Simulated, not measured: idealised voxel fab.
process module | voxel wiring stack
cross-section cut | 215 nm wide | cells 5 nm
A cross-section is a grid of square cells, given in bands from the top down. A band is one or more rows of cells.
Each band's line starts with the height of the band's top and of its bottom, in nm. Then come its materials from left to right, each with its width in nm. One material with "throughout" fills the band from edge to edge. "air" is empty space.
Height 0 is the level under which the wafer as received is all one material. The lowest band goes on downwards, as in "0 down".
A width such as "30 to 40" changes by the same amount from each row of cells to the next, from the band's top row to its bottom row.
"no change" after a step means that no cell of the cross-section changed.
closed voids: empty space of 8 cells or more with no open way to the top, each as width x height at its distance from the left edge, in nm
after a step's settings: what the simulator itself notes on the step
overlay nm, on a step with a mask: how far to the right of its planned place the mask lay; to the left if negative
plan
1 op RECEIVE | material Si
2 op CONFORMAL_DEP | material SiO2 | thk nm 10
3 op CONFORMAL_DEP | material SiN | thk nm 5
4 op DIRECTIONAL_DEP | material SiO2 | thk nm 25
5 op DIRECTIONAL_DEP | material aC | thk nm 15
6 op PATTERN | tone open | mask id METAL_1 | material resist | width nm 30 | pitch nm 50 | thk nm 30 | overlay nm 0
7 op DIRECTIONAL_ETCH | etch materials aC | depth nm 15
8 op STRIP | etch materials resist
9 op DIRECTIONAL_ETCH | etch materials SiO2 | depth nm 25
10 op DIRECTIONAL_ETCH | etch materials SiN | depth nm 5
11 op STRIP | etch materials aC
12 op CONFORMAL_DEP | material TiN | thk nm 5
13 op FILL_DEP | material Cu | thk nm 5
14 op CMP | height nm 40
15 op CONFORMAL_DEP | material SiCN | thk nm 5
16 op DIRECTIONAL_DEP | material SiO2 | thk nm 35
17 op DIRECTIONAL_DEP | material aC | thk nm 15
18 op PATTERN | tone open | mask id METAL_2 | material resist | width nm 30 | pitch nm 50 | thk nm 35 | overlay nm 0
19 op DIRECTIONAL_ETCH | etch materials aC | depth nm 15
20 op STRIP | etch materials resist
21 op DIRECTIONAL_ETCH | etch materials SiO2 | depth nm 20
22 op STRIP | etch materials aC
23 op MASKED_ETCH | tone open | mask id METAL_2_HOLES | width nm 15 | pitch nm 100 | etch materials SiO2 | depth nm 15 | overlay nm 0
24 op MASKED_ETCH | tone open | mask id METAL_2_HOLES | width nm 15 | pitch nm 100 | etch materials SiCN | depth nm 5 | overlay nm 0
25 op CONFORMAL_DEP | material TiN | thk nm 5
26 op FILL_DEP | material Cu | thk nm 5
27 op CMP | height nm 80
28 op CONFORMAL_DEP | material SiCN | thk nm 5
29 op DIRECTIONAL_DEP | material SiO2 | thk nm 15
30 op MASKED_ETCH | tone open | mask id PLUG_2 | width nm 15 | pitch nm 50 | etch materials SiO2 | depth nm 15 | overlay nm 0
31 op MASKED_ETCH | tone open | mask id PLUG_2 | width nm 15 | pitch nm 50 | etch materials SiCN | depth nm 5 | overlay nm 0
32 op CONFORMAL_DEP | material TiN | thk nm 5
33 op FILL_DEP | material Ru | thk nm 10
34 op CMP | height nm 100
35 op CONFORMAL_DEP | material SiCN | thk nm 5
36 op DIRECTIONAL_DEP | material SiO2 | thk nm 20
37 op DIRECTIONAL_DEP | material aC | thk nm 15
38 op PATTERN | tone open | mask id METAL_3 | material resist | width nm 30 | pitch nm 50 | thk nm 35 | overlay nm 0
39 op DIRECTIONAL_ETCH | etch materials aC | depth nm 15
40 op STRIP | etch materials resist
41 op DIRECTIONAL_ETCH | etch materials SiO2 | depth nm 20
42 op DIRECTIONAL_ETCH | etch materials SiCN | depth nm 5
43 op STRIP | etch materials aC
44 op CONFORMAL_DEP | material TiN | thk nm 5
45 op FILL_DEP | material Cu | thk nm 5
46 op CMP | height nm 125
47 op CONFORMAL_DEP | material SiCN | thk nm 5
48 op DIRECTIONAL_DEP | material lowk | thk nm 10
49 op PATTERN | tone open | mask id PLUG_3 | material resist | width nm 15 | pitch nm 50 | thk nm 15 | overlay nm 0
50 op DIRECTIONAL_ETCH | etch materials lowk | depth nm 10
51 op DIRECTIONAL_ETCH | etch materials SiCN | depth nm 5
52 op STRIP | etch materials resist
53 op CONFORMAL_DEP | material TiN | thk nm 5
54 op FILL_DEP | material Ru | thk nm 10
55 op CMP | height nm 140
56 op DIRECTIONAL_DEP | material TiN | thk nm 5
57 op DIRECTIONAL_DEP | material W | thk nm 20
58 op DIRECTIONAL_DEP | material aC | thk nm 10
59 op PATTERN | tone cover | mask id METAL_4 | material resist | width nm 30 | pitch nm 50 | thk nm 25 | overlay nm 0
60 op DIRECTIONAL_ETCH | etch materials aC | depth nm 10
61 op STRIP | etch materials resist
62 op DIRECTIONAL_ETCH | etch materials W | depth nm 20
63 op DIRECTIONAL_ETCH | etch materials TiN | depth nm 5
64 op STRIP | etch materials aC
65 op CONFORMAL_DEP | material SiCN | thk nm 5
66 op FILL_DEP | material SiO2 | thk nm 10
67 op CMP | height nm 165
68 op CONFORMAL_DEP | material SiN | thk nm 5
first wafer, as planned
as received, after step 1
  0 down: Si throughout
  closed voids: none
after step 2
  10 to 0: SiO2 throughout
  below 0: unchanged
after step 3
  15 to 10: SiN throughout
  below 10: unchanged
after step 4
  40 to 15: SiO2 throughout
  below 15: unchanged
after step 5
  55 to 40: aC throughout
  below 40: unchanged
after step 6
  85 to 55: resist 15 | air 30 | resist 20 | air 30 | resist 20 | air 30 | resist 20 | air 30 | resist 20
  below 55: unchanged
after step 7
  70 to 55: resist 15 | air 30 | resist 20 | air 30 | resist 20 | air 30 | resist 20 | air 30 | resist 20
  55 to 40: aC 15 | air 30 | aC 20 | air 30 | aC 20 | air 30 | aC 20 | air 30 | aC 20
  below 40: unchanged
after step 8
  55 to 40: aC 15 | air 30 | aC 20 | air 30 | aC 20 | air 30 | aC 20 | air 30 | aC 20
  below 40: unchanged
after step 9
  55 to 40: aC 15 | air 30 | aC 20 | air 30 | aC 20 | air 30 | aC 20 | air 30 | aC 20
  40 to 15: SiO2 15 | air 30 | SiO2 20 | air 30 | SiO2 20 | air 30 | SiO2 20 | air 30 | SiO2 20
  below 15: unchanged
after step 10
  55 to 40: aC 15 | air 30 | aC 20 | air 30 | aC 20 | air 30 | aC 20 | air 30 | aC 20
  40 to 15: SiO2 15 | air 30 | SiO2 20 | air 30 | SiO2 20 | air 30 | SiO2 20 | air 30 | SiO2 20
  15 to 10: SiN 15 | air 30 | SiN 20 | air 30 | SiN 20 | air 30 | SiN 20 | air 30 | SiN 20
  below 10: unchanged
after step 11
  40 to 15: SiO2 15 | air 30 | SiO2 20 | air 30 | SiO2 20 | air 30 | SiO2 20 | air 30 | SiO2 20
  below 15: unchanged
after step 12
  45 to 40: TiN 20 | air 20 | TiN 30 | air 20 | TiN 30 | air 20 | TiN 30 | air 20 | TiN 25
  40 to 15: SiO2 15 | TiN 5 | air 20 | TiN 5 | SiO2 20 | TiN 5 | air 20 | TiN 5 | SiO2 20 | TiN 5 | air 20 | TiN 5 | SiO2 20 | TiN 5 | air 20 | TiN 5 | SiO2 20
  15 to 10: SiN 15 | TiN 30 | SiN 20 | TiN 30 | SiN 20 | TiN 30 | SiN 20 | TiN 30 | SiN 20
  below 10: unchanged
after step 13
  50 to 45: Cu throughout
  45 to 40: TiN 20 | Cu 20 | TiN 30 | Cu 20 | TiN 30 | Cu 20 | TiN 30 | Cu 20 | TiN 25
  40 to 15: SiO2 15 | TiN 5 | Cu 20 | TiN 5 | SiO2 20 | TiN 5 | Cu 20 | TiN 5 | SiO2 20 | TiN 5 | Cu 20 | TiN 5 | SiO2 20 | TiN 5 | Cu 20 | TiN 5 | SiO2 20
  below 15: unchanged
after step 14
  40 to 15: SiO2 15 | TiN 5 | Cu 20 | TiN 5 | SiO2 20 | TiN 5 | Cu 20 | TiN 5 | SiO2 20 | TiN 5 | Cu 20 | TiN 5 | SiO2 20 | TiN 5 | Cu 20 | TiN 5 | SiO2 20
  below 15: unchanged
after step 15
  45 to 40: SiCN throughout
  below 40: unchanged
after step 16
  80 to 45: SiO2 throughout
  below 45: unchanged
after step 17
  95 to 80: aC throughout
  below 80: unchanged
after step 18
  130 to 95: resist 15 | air 30 | resist 20 | air 30 | resist 20 | air 30 | resist 20 | air 30 | resist 20
  below 95: unchanged
after step 19
  115 to 95: resist 15 | air 30 | resist 20 | air 30 | resist 20 | air 30 | resist 20 | air 30 | resist 20
  95 to 80: aC 15 | air 30 | aC 20 | air 30 | aC 20 | air 30 | aC 20 | air 30 | aC 20
  below 80: unchanged
after step 20
  95 to 80: aC 15 | air 30 | aC 20 | air 30 | aC 20 | air 30 | aC 20 | air 30 | aC 20
  below 80: unchanged
after step 21
  95 to 80: aC 15 | air 30 | aC 20 | air 30 | aC 20 | air 30 | aC 20 | air 30 | aC 20
  80 to 60: SiO2 15 | air 30 | SiO2 20 | air 30 | SiO2 20 | air 30 | SiO2 20 | air 30 | SiO2 20
  below 60: unchanged
after step 22
  80 to 60: SiO2 15 | air 30 | SiO2 20 | air 30 | SiO2 20 | air 30 | SiO2 20 | air 30 | SiO2 20
  below 60: unchanged
after step 23
  80 to 60: SiO2 15 | air 30 | SiO2 20 | air 30 | SiO2 20 | air 30 | SiO2 20 | air 30 | SiO2 20
  60 to 45: SiO2 15 | air 15 | SiO2 85 | air 15 | SiO2 85
  below 45: unchanged
after step 24
  80 to 60: SiO2 15 | air 30 | SiO2 20 | air 30 | SiO2 20 | air 30 | SiO2 20 | air 30 | SiO2 20
  60 to 45: SiO2 15 | air 15 | SiO2 85 | air 15 | SiO2 85
  45 to 40: SiCN 15 | air 15 | SiCN 85 | air 15 | SiCN 85
  below 40: unchanged
after step 25
  85 to 80: TiN 20 | air 20 | TiN 30 | air 20 | TiN 30 | air 20 | TiN 30 | air 20 | TiN 25
  80 to 65: SiO2 15 | TiN 5 | air 20 | TiN 5 | SiO2 20 | TiN 5 | air 20 | TiN 5 | SiO2 20 | TiN 5 | air 20 | TiN 5 | SiO2 20 | TiN 5 | air 20 | TiN 5 | SiO2 20
  65 to 60: SiO2 15 | TiN 5 | air 5 | TiN 20 | SiO2 20 | TiN 30 | SiO2 20 | TiN 5 | air 5 | TiN 20 | SiO2 20 | TiN 30 | SiO2 20
  60 to 45: SiO2 15 | TiN 5 | air 5 | TiN 5 | SiO2 85 | TiN 5 | air 5 | TiN 5 | SiO2 85
  45 to 40: SiCN 15 | TiN 15 | SiCN 85 | TiN 15 | SiCN 85
  below 40: unchanged
after step 26
  90 to 85: Cu throughout
  85 to 80: TiN 20 | Cu 20 | TiN 30 | Cu 20 | TiN 30 | Cu 20 | TiN 30 | Cu 20 | TiN 25
  80 to 65: SiO2 15 | TiN 5 | Cu 20 | TiN 5 | SiO2 20 | TiN 5 | Cu 20 | TiN 5 | SiO2 20 | TiN 5 | Cu 20 | TiN 5 | SiO2 20 | TiN 5 | Cu 20 | TiN 5 | SiO2 20
  65 to 60: SiO2 15 | TiN 5 | Cu 5 | TiN 20 | SiO2 20 | TiN 30 | SiO2 20 | TiN 5 | Cu 5 | TiN 20 | SiO2 20 | TiN 30 | SiO2 20
  60 to 45: SiO2 15 | TiN 5 | Cu 5 | TiN 5 | SiO2 85 | TiN 5 | Cu 5 | TiN 5 | SiO2 85
  below 45: unchanged
after step 27
  80 to 65: SiO2 15 | TiN 5 | Cu 20 | TiN 5 | SiO2 20 | TiN 5 | Cu 20 | TiN 5 | SiO2 20 | TiN 5 | Cu 20 | TiN 5 | SiO2 20 | TiN 5 | Cu 20 | TiN 5 | SiO2 20
  below 65: unchanged
after step 28
  85 to 80: SiCN throughout
  below 80: unchanged
after step 29
  100 to 85: SiO2 throughout
  below 85: unchanged
after step 30
  100 to 85: SiO2 15 | air 15 | SiO2 35 | air 15 | SiO2 35 | air 15 | SiO2 35 | air 15 | SiO2 35
  below 85: unchanged
after step 31
  100 to 85: SiO2 15 | air 15 | SiO2 35 | air 15 | SiO2 35 | air 15 | SiO2 35 | air 15 | SiO2 35
  85 to 80: SiCN 15 | air 15 | SiCN 35 | air 15 | SiCN 35 | air 15 | SiCN 35 | air 15 | SiCN 35
  below 80: unchanged
after step 32
  105 to 100: TiN 20 | air 5 | TiN 45 | air 5 | TiN 45 | air 5 | TiN 45 | air 5 | TiN 40
  100 to 85: SiO2 15 | TiN 5 | air 5 | TiN 5 | SiO2 35 | TiN 5 | air 5 | TiN 5 | SiO2 35 | TiN 5 | air 5 | TiN 5 | SiO2 35 | TiN 5 | air 5 | TiN 5 | SiO2 35
  85 to 80: SiCN 15 | TiN 15 | SiCN 35 | TiN 15 | SiCN 35 | TiN 15 | SiCN 35 | TiN 15 | SiCN 35
  below 80: unchanged
after step 33
  115 to 105: Ru throughout
  105 to 100: TiN 20 | Ru 5 | TiN 45 | Ru 5 | TiN 45 | Ru 5 | TiN 45 | Ru 5 | TiN 40
  100 to 85: SiO2 15 | TiN 5 | Ru 5 | TiN 5 | SiO2 35 | TiN 5 | Ru 5 | TiN 5 | SiO2 35 | TiN 5 | Ru 5 | TiN 5 | SiO2 35 | TiN 5 | Ru 5 | TiN 5 | SiO2 35
  below 85: unchanged
after step 34
  100 to 85: SiO2 15 | TiN 5 | Ru 5 | TiN 5 | SiO2 35 | TiN 5 | Ru 5 | TiN 5 | SiO2 35 | TiN 5 | Ru 5 | TiN 5 | SiO2 35 | TiN 5 | Ru 5 | TiN 5 | SiO2 35
  below 85: unchanged
after step 35
  105 to 100: SiCN throughout
  below 100: unchanged
after step 36
  125 to 105: SiO2 throughout
  below 105: unchanged
after step 37
  140 to 125: aC throughout
  below 125: unchanged
after step 38
  175 to 140: resist 15 | air 30 | resist 20 | air 30 | resist 20 | air 30 | resist 20 | air 30 | resist 20
  below 140: unchanged
after step 39
  160 to 140: resist 15 | air 30 | resist 20 | air 30 | resist 20 | air 30 | resist 20 | air 30 | resist 20
  140 to 125: aC 15 | air 30 | aC 20 | air 30 | aC 20 | air 30 | aC 20 | air 30 | aC 20
  below 125: unchanged
after step 40
  140 to 125: aC 15 | air 30 | aC 20 | air 30 | aC 20 | air 30 | aC 20 | air 30 | aC 20
  below 125: unchanged
after step 41
  140 to 125: aC 15 | air 30 | aC 20 | air 30 | aC 20 | air 30 | aC 20 | air 30 | aC 20
  125 to 105: SiO2 15 | air 30 | SiO2 20 | air 30 | SiO2 20 | air 30 | SiO2 20 | air 30 | SiO2 20
  below 105: unchanged
after step 42
  140 to 125: aC 15 | air 30 | aC 20 | air 30 | aC 20 | air 30 | aC 20 | air 30 | aC 20
  125 to 105: SiO2 15 | air 30 | SiO2 20 | air 30 | SiO2 20 | air 30 | SiO2 20 | air 30 | SiO2 20
  105 to 100: SiCN 15 | air 30 | SiCN 20 | air 30 | SiCN 20 | air 30 | SiCN 20 | air 30 | SiCN 20
  below 100: unchanged
after step 43
  125 to 105: SiO2 15 | air 30 | SiO2 20 | air 30 | SiO2 20 | air 30 | SiO2 20 | air 30 | SiO2 20
  below 105: unchanged
after step 44
  130 to 125: TiN 20 | air 20 | TiN 30 | air 20 | TiN 30 | air 20 | TiN 30 | air 20 | TiN 25
  125 to 105: SiO2 15 | TiN 5 | air 20 | TiN 5 | SiO2 20 | TiN 5 | air 20 | TiN 5 | SiO2 20 | TiN 5 | air 20 | TiN 5 | SiO2 20 | TiN 5 | air 20 | TiN 5 | SiO2 20
  105 to 100: SiCN 15 | TiN 30 | SiCN 20 | TiN 30 | SiCN 20 | TiN 30 | SiCN 20 | TiN 30 | SiCN 20
  below 100: unchanged
after step 45
  135 to 130: Cu throughout
  130 to 125: TiN 20 | Cu 20 | TiN 30 | Cu 20 | TiN 30 | Cu 20 | TiN 30 | Cu 20 | TiN 25
  125 to 105: SiO2 15 | TiN 5 | Cu 20 | TiN 5 | SiO2 20 | TiN 5 | Cu 20 | TiN 5 | SiO2 20 | TiN 5 | Cu 20 | TiN 5 | SiO2 20 | TiN 5 | Cu 20 | TiN 5 | SiO2 20
  below 105: unchanged
after step 46
  125 to 105: SiO2 15 | TiN 5 | Cu 20 | TiN 5 | SiO2 20 | TiN 5 | Cu 20 | TiN 5 | SiO2 20 | TiN 5 | Cu 20 | TiN 5 | SiO2 20 | TiN 5 | Cu 20 | TiN 5 | SiO2 20
  below 105: unchanged
after step 47
  130 to 125: SiCN throughout
  below 125: unchanged
after step 48
  140 to 130: lowk throughout
  below 130: unchanged
after step 49
  155 to 140: resist 15 | air 15 | resist 35 | air 15 | resist 35 | air 15 | resist 35 | air 15 | resist 35
  below 140: unchanged
after step 50
  155 to 140: resist 15 | air 15 | resist 35 | air 15 | resist 35 | air 15 | resist 35 | air 15 | resist 35
  140 to 130: lowk 15 | air 15 | lowk 35 | air 15 | lowk 35 | air 15 | lowk 35 | air 15 | lowk 35
  below 130: unchanged
after step 51
  155 to 140: resist 15 | air 15 | resist 35 | air 15 | resist 35 | air 15 | resist 35 | air 15 | resist 35
  140 to 130: lowk 15 | air 15 | lowk 35 | air 15 | lowk 35 | air 15 | lowk 35 | air 15 | lowk 35
  130 to 125: SiCN 15 | air 15 | SiCN 35 | air 15 | SiCN 35 | air 15 | SiCN 35 | air 15 | SiCN 35
  below 125: unchanged
after step 52
  140 to 130: lowk 15 | air 15 | lowk 35 | air 15 | lowk 35 | air 15 | lowk 35 | air 15 | lowk 35
  below 130: unchanged
after step 53
  145 to 140: TiN 20 | air 5 | TiN 45 | air 5 | TiN 45 | air 5 | TiN 45 | air 5 | TiN 40
  140 to 130: lowk 15 | TiN 5 | air 5 | TiN 5 | lowk 35 | TiN 5 | air 5 | TiN 5 | lowk 35 | TiN 5 | air 5 | TiN 5 | lowk 35 | TiN 5 | air 5 | TiN 5 | lowk 35
  130 to 125: SiCN 15 | TiN 15 | SiCN 35 | TiN 15 | SiCN 35 | TiN 15 | SiCN 35 | TiN 15 | SiCN 35
  below 125: unchanged
after step 54
  155 to 145: Ru throughout
  145 to 140: TiN 20 | Ru 5 | TiN 45 | Ru 5 | TiN 45 | Ru 5 | TiN 45 | Ru 5 | TiN 40
  140 to 130: lowk 15 | TiN 5 | Ru 5 | TiN 5 | lowk 35 | TiN 5 | Ru 5 | TiN 5 | lowk 35 | TiN 5 | Ru 5 | TiN 5 | lowk 35 | TiN 5 | Ru 5 | TiN 5 | lowk 35
  below 130: unchanged
after step 55
  140 to 130: lowk 15 | TiN 5 | Ru 5 | TiN 5 | lowk 35 | TiN 5 | Ru 5 | TiN 5 | lowk 35 | TiN 5 | Ru 5 | TiN 5 | lowk 35 | TiN 5 | Ru 5 | TiN 5 | lowk 35
  below 130: unchanged
after step 56
  145 to 140: TiN throughout
  below 140: unchanged
after step 57
  165 to 145: W throughout
  below 145: unchanged
after step 58
  175 to 165: aC throughout
  below 165: unchanged
after step 59
  200 to 175: air 15 | resist 30 | air 20 | resist 30 | air 20 | resist 30 | air 20 | resist 30 | air 20
  below 175: unchanged
after step 60
  190 to 175: air 15 | resist 30 | air 20 | resist 30 | air 20 | resist 30 | air 20 | resist 30 | air 20
  175 to 165: air 15 | aC 30 | air 20 | aC 30 | air 20 | aC 30 | air 20 | aC 30 | air 20
  below 165: unchanged
after step 61
  175 to 165: air 15 | aC 30 | air 20 | aC 30 | air 20 | aC 30 | air 20 | aC 30 | air 20
  below 165: unchanged
after step 62
  175 to 165: air 15 | aC 30 | air 20 | aC 30 | air 20 | aC 30 | air 20 | aC 30 | air 20
  165 to 145: air 15 | W 30 | air 20 | W 30 | air 20 | W 30 | air 20 | W 30 | air 20
  below 145: unchanged
after step 63
  175 to 165: air 15 | aC 30 | air 20 | aC 30 | air 20 | aC 30 | air 20 | aC 30 | air 20
  165 to 145: air 15 | W 30 | air 20 | W 30 | air 20 | W 30 | air 20 | W 30 | air 20
  145 to 140: air 15 | TiN 30 | air 20 | TiN 30 | air 20 | TiN 30 | air 20 | TiN 30 | air 20
  below 140: unchanged
after step 64
  165 to 145: air 15 | W 30 | air 20 | W 30 | air 20 | W 30 | air 20 | W 30 | air 20
  below 145: unchanged
after step 65
  170 to 165: air 10 | SiCN 40 | air 10 | SiCN 40 | air 10 | SiCN 40 | air 10 | SiCN 40 | air 15
  165 to 145: air 10 | SiCN 5 | W 30 | SiCN 5 | air 10 | SiCN 5 | W 30 | SiCN 5 | air 10 | SiCN 5 | W 30 | SiCN 5 | air 10 | SiCN 5 | W 30 | SiCN 5 | air 15
  145 to 140: SiCN 15 | TiN 30 | SiCN 20 | TiN 30 | SiCN 20 | TiN 30 | SiCN 20 | TiN 30 | SiCN 20
  below 140: unchanged
after step 66
  180 to 170: SiO2 throughout
  170 to 165: SiO2 10 | SiCN 40 | SiO2 10 | SiCN 40 | SiO2 10 | SiCN 40 | SiO2 10 | SiCN 40 | SiO2 15
  165 to 145: SiO2 10 | SiCN 5 | W 30 | SiCN 5 | SiO2 10 | SiCN 5 | W 30 | SiCN 5 | SiO2 10 | SiCN 5 | W 30 | SiCN 5 | SiO2 10 | SiCN 5 | W 30 | SiCN 5 | SiO2 15
  below 145: unchanged
after step 67
  165 to 145: SiO2 10 | SiCN 5 | W 30 | SiCN 5 | SiO2 10 | SiCN 5 | W 30 | SiCN 5 | SiO2 10 | SiCN 5 | W 30 | SiCN 5 | SiO2 10 | SiCN 5 | W 30 | SiCN 5 | SiO2 15
  below 145: unchanged
after step 68
  170 to 165: SiN throughout
  below 165: unchanged
second wafer: like start, like plan, one mistake. Through step 48 it matches the first wafer
when step 49 should have ended
  155 to 140: resist 25 | air 15 | resist 35 | air 15 | resist 35 | air 15 | resist 35 | air 15 | resist 25
  below 140: unchanged
when step 50 should have ended
  155 to 140: resist 25 | air 15 | resist 35 | air 15 | resist 35 | air 15 | resist 35 | air 15 | resist 25
  140 to 130: lowk 25 | air 15 | lowk 35 | air 15 | lowk 35 | air 15 | lowk 35 | air 15 | lowk 25
  below 130: unchanged
when step 51 should have ended
  155 to 140: resist 25 | air 15 | resist 35 | air 15 | resist 35 | air 15 | resist 35 | air 15 | resist 25
  140 to 130: lowk 25 | air 15 | lowk 35 | air 15 | lowk 35 | air 15 | lowk 35 | air 15 | lowk 25
  130 to 125: SiCN 25 | air 15 | SiCN 35 | air 15 | SiCN 35 | air 15 | SiCN 35 | air 15 | SiCN 25
  below 125: unchanged
when step 52 should have ended
  140 to 130: lowk 25 | air 15 | lowk 35 | air 15 | lowk 35 | air 15 | lowk 35 | air 15 | lowk 25
  below 130: unchanged
when step 53 should have ended
  145 to 140: TiN 30 | air 5 | TiN 45 | air 5 | TiN 45 | air 5 | TiN 45 | air 5 | TiN 30
  140 to 130: lowk 25 | TiN 5 | air 5 | TiN 5 | lowk 35 | TiN 5 | air 5 | TiN 5 | lowk 35 | TiN 5 | air 5 | TiN 5 | lowk 35 | TiN 5 | air 5 | TiN 5 | lowk 25
  130 to 125: SiCN 25 | TiN 15 | SiCN 35 | TiN 15 | SiCN 35 | TiN 15 | SiCN 35 | TiN 15 | SiCN 25
  below 125: unchanged
when step 54 should have ended
  155 to 145: Ru throughout
  145 to 140: TiN 30 | Ru 5 | TiN 45 | Ru 5 | TiN 45 | Ru 5 | TiN 45 | Ru 5 | TiN 30
  140 to 130: lowk 25 | TiN 5 | Ru 5 | TiN 5 | lowk 35 | TiN 5 | Ru 5 | TiN 5 | lowk 35 | TiN 5 | Ru 5 | TiN 5 | lowk 35 | TiN 5 | Ru 5 | TiN 5 | lowk 25
  below 130: unchanged
when step 55 should have ended
  140 to 130: lowk 25 | TiN 5 | Ru 5 | TiN 5 | lowk 35 | TiN 5 | Ru 5 | TiN 5 | lowk 35 | TiN 5 | Ru 5 | TiN 5 | lowk 35 | TiN 5 | Ru 5 | TiN 5 | lowk 25
  below 130: unchanged
when step 56 should have ended
  145 to 140: TiN throughout
  below 140: unchanged
when step 57 should have ended
  165 to 145: W throughout
  below 145: unchanged
when step 58 should have ended
  175 to 165: aC throughout
  below 165: unchanged
when step 59 should have ended
  200 to 175: air 15 | resist 30 | air 20 | resist 30 | air 20 | resist 30 | air 20 | resist 30 | air 20
  below 175: unchanged
when step 60 should have ended
  190 to 175: air 15 | resist 30 | air 20 | resist 30 | air 20 | resist 30 | air 20 | resist 30 | air 20
  175 to 165: air 15 | aC 30 | air 20 | aC 30 | air 20 | aC 30 | air 20 | aC 30 | air 20
  below 165: unchanged
when step 61 should have ended
  175 to 165: air 15 | aC 30 | air 20 | aC 30 | air 20 | aC 30 | air 20 | aC 30 | air 20
  below 165: unchanged
when step 62 should have ended
  175 to 165: air 15 | aC 30 | air 20 | aC 30 | air 20 | aC 30 | air 20 | aC 30 | air 20
  165 to 145: air 15 | W 30 | air 20 | W 30 | air 20 | W 30 | air 20 | W 30 | air 20
  below 145: unchanged
when step 63 should have ended
  175 to 165: air 15 | aC 30 | air 20 | aC 30 | air 20 | aC 30 | air 20 | aC 30 | air 20
  165 to 145: air 15 | W 30 | air 20 | W 30 | air 20 | W 30 | air 20 | W 30 | air 20
  145 to 140: air 15 | TiN 30 | air 20 | TiN 30 | air 20 | TiN 30 | air 20 | TiN 30 | air 20
  below 140: unchanged
when step 64 should have ended
  165 to 145: air 15 | W 30 | air 20 | W 30 | air 20 | W 30 | air 20 | W 30 | air 20
  below 145: unchanged
when step 65 should have ended
  170 to 165: air 10 | SiCN 40 | air 10 | SiCN 40 | air 10 | SiCN 40 | air 10 | SiCN 40 | air 15
  165 to 145: air 10 | SiCN 5 | W 30 | SiCN 5 | air 10 | SiCN 5 | W 30 | SiCN 5 | air 10 | SiCN 5 | W 30 | SiCN 5 | air 10 | SiCN 5 | W 30 | SiCN 5 | air 15
  145 to 140: SiCN 15 | TiN 30 | SiCN 20 | TiN 30 | SiCN 20 | TiN 30 | SiCN 20 | TiN 30 | SiCN 20
  below 140: unchanged
when step 66 should have ended
  180 to 170: SiO2 throughout
  170 to 165: SiO2 10 | SiCN 40 | SiO2 10 | SiCN 40 | SiO2 10 | SiCN 40 | SiO2 10 | SiCN 40 | SiO2 15
  165 to 145: SiO2 10 | SiCN 5 | W 30 | SiCN 5 | SiO2 10 | SiCN 5 | W 30 | SiCN 5 | SiO2 10 | SiCN 5 | W 30 | SiCN 5 | SiO2 10 | SiCN 5 | W 30 | SiCN 5 | SiO2 15
  below 145: unchanged
when step 67 should have ended
  165 to 145: SiO2 10 | SiCN 5 | W 30 | SiCN 5 | SiO2 10 | SiCN 5 | W 30 | SiCN 5 | SiO2 10 | SiCN 5 | W 30 | SiCN 5 | SiO2 10 | SiCN 5 | W 30 | SiCN 5 | SiO2 15
  below 145: unchanged
when step 68 should have ended
  170 to 165: SiN throughout
  below 165: unchanged
what went wrong: step 49 ran as: op PATTERN | tone open | mask id PLUG_3 | material resist | width nm 15 | pitch nm 50 | thk nm 15 | overlay nm 10
at the end the second wafer has, in cells: as many of each material as the first, in other places
